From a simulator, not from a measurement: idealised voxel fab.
This is a process module. Its name is voxel self aligned vias.
Xsec cut, 220 nm wide, square cell size 5 nm.
Think of the cross-section as a grid of square cells. We describe it in bands, top to bottom, and each band covers one or more rows of those cells.
First you get the band's top height and its bottom height, in nm, and then the materials it's made of, left to right, with each width in nm. If you see a single material with "everywhere", that one covers the band edge to edge. "air" is empty space.
Height reference: 0 = level under which incoming wafer is all one material. Lowest band: no bottom, runs on downward, e.g. "from 0 down".
Read "30 to 40" as a graded width: first number on top, second number at the bottom, same change between each pair of neighbouring rows.
Basically "remained the same" means that step didn't change any cell in the cross-section.
The entry "Tabulated closed voids" lists the empty spaces that cover at least 8 cells and have no open path to the top. Each is written as width x height at distance, where the distance is measured from the left edge and all three values are in nm.
On each step's line, the part that comes after the settings is the simulator's own comment on the step.
overlay nm: on a step with a mask, how far right of its planned place the mask lay; negative means left.

[The following list gives the planned process steps]
1 RECEIVE with material Si
2 CONFORMAL_DEP with material SiO2, thk nm 15
3 CONFORMAL_DEP with material SiCN, thk nm 5
4 DIRECTIONAL_DEP with material lowk, thk nm 20
5 DIRECTIONAL_DEP with material aC, thk nm 10
6 PATTERN with tone open, mask id LINES, material resist, width nm 20, pitch nm 50, thk nm 25, overlay nm 0
7 DIRECTIONAL_ETCH with etch materials aC, depth nm 10
8 STRIP with etch materials resist
9 DIRECTIONAL_ETCH with etch materials lowk, depth nm 20
10 STRIP with etch materials aC
11 CONFORMAL_DEP with material TiN, thk nm 5
12 FILL_DEP with material W, thk nm 10
13 CMP with height nm 40
14 SELECTIVE_ETCH with etch materials W Ru TiN, depth nm 10
15 FILL_DEP with material SiN, thk nm 5
16 CMP with height nm 40
17 DIRECTIONAL_DEP with material lowk, thk nm 15
18 PATTERN with tone open, mask id VIAS, material resist, width nm 30, pitch nm 50, thk nm 15, overlay nm 0
19 DIRECTIONAL_ETCH with etch materials lowk, depth nm 15
20 DIRECTIONAL_ETCH with etch materials SiN, depth nm 10
21 STRIP with etch materials resist
22 CONFORMAL_DEP with material TiN, thk nm 5
23 FILL_DEP with material W, thk nm 10
24 CMP with height nm 55
25 CONFORMAL_DEP with material SiCN, thk nm 5

[Cross-sectional view of the wafer in its as-received condition, corresponding to the state after step 1]
  from 0 down = Si everywhere
  Tabulated closed voids: none

[Cross-sectional result after module completion. Note: starting condition and plan are unchanged from above; one processing mistake was made]
  from 50 to 45 = SiCN everywhere
  from 45 to 35 = lowk=45 to 50 | TiN=10 to 5 | W=10 | TiN=10 to 5 | lowk=20 to 30 | TiN=10 to 5 | W=10 | TiN=10 to 5 | lowk=20 to 30 | TiN=10 to 5 | W=10 | TiN=10 to 5 | lowk=45 to 50
  from 35 to 30 = lowk=50 | TiN=20 | lowk=30 | TiN=20 | lowk=30 | TiN=20 | lowk=50
  from 30 to 25 = lowk=50 | TiN=5 | W=10 | TiN=5 | lowk=30 | TiN=5 | W=10 | TiN=5 | lowk=30 | TiN=5 | W=10 | TiN=5 | lowk=50
  from 25 to 20 = lowk=50 | TiN=20 | lowk=30 | TiN=20 | lowk=30 | TiN=20 | lowk=50
  from 20 to 15 = SiCN everywhere
  from 15 to 0 = SiO2 everywhere
  from 0 down = Si everywhere
  Tabulated closed voids: none
What broke from the plan during processing? rather than as planned, step 24 actually ran as CMP with height nm 45
